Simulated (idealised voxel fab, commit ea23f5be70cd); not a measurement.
The process module that follows is named voxel lift off.
It is cross-section cut that appears here, measuring 190 nm in width, its square cells being 5 nm in size.
Bands, listed from the top down, are how a cross-section gets written in this document; the cross-section itself is a grid of square cells, and a band is one or more rows of them.
Top, bottom (nm), then materials left to right with widths (nm); lone material tagged "throughout" fills the whole band edge to edge; "blank" = empty space.
The level at which height equals 0 is the one under which the wafer, as it arrives, is entirely one material. No lower edge exists for the bottom band, which continues downward and is notated as in "z 0 and below".
It should be noted that a width expressed as "30..40" varies in equal increments from row to row of cells within the band, taking the value of the first number at the top row and that of the second number at the bottom row.
"identical to before" -> step changed no cross-section cell.
Enclosed voids (no open way to top), threshold 8 cells or more, entry "Enclosed internal voids", notation width x height at distance, distance from left edge, nm.
Read whatever lies past the settings on a step's line as the simulator's own remark about the step.
What "overlay nm" on a step's line means: if the step has a mask, that mask lay this far to the right of its planned place, or, when the value is negative, to the left.
**Listed below are the process steps as planned**
1) RECEIVE (material Si)
2) CONFORMAL_DEP (material Al2O3; thk nm 5)
3) PATTERN (tone open; mask id LINES; material resist; width nm 30; pitch nm 55; thk nm 20; overlay nm -15)
4) DIRECTIONAL_DEP (material Ru; thk nm 10)
5) STRIP (etch materials resist)
6) CONFORMAL_DEP (material SiCN; thk nm 5)
Wafer-to-wafer difference: overlay nm, step 3. Common start. Plan = first wafer's value.
**First of several wafers, received after step 1, in cross-section**
z 0 and below: Si throughout
Enclosed internal voids: none
**each wafer at the end: cells of each material gained (+) or lost (-) since it was received, then its closed voids**
overlay nm -15 | +38 Al2O3 | +24 Ru | +46 SiCN | Enclosed internal voids: none
overlay nm -10 | +38 Al2O3 | +24 Ru | +46 SiCN | Enclosed internal voids: none
overlay nm -5 | +38 Al2O3 | +24 Ru | +46 SiCN | Enclosed internal voids: none
overlay nm 0 | +38 Al2O3 | +24 Ru | +46 SiCN | Enclosed internal voids: none
overlay nm 5 | +38 Al2O3 | +24 Ru | +46 SiCN | Enclosed internal voids: none
overlay nm 10 | +38 Al2O3 | +24 Ru | +46 SiCN | Enclosed internal voids: none
overlay nm 15 | +38 Al2O3 | +24 Ru | +46 SiCN | Enclosed internal voids: none
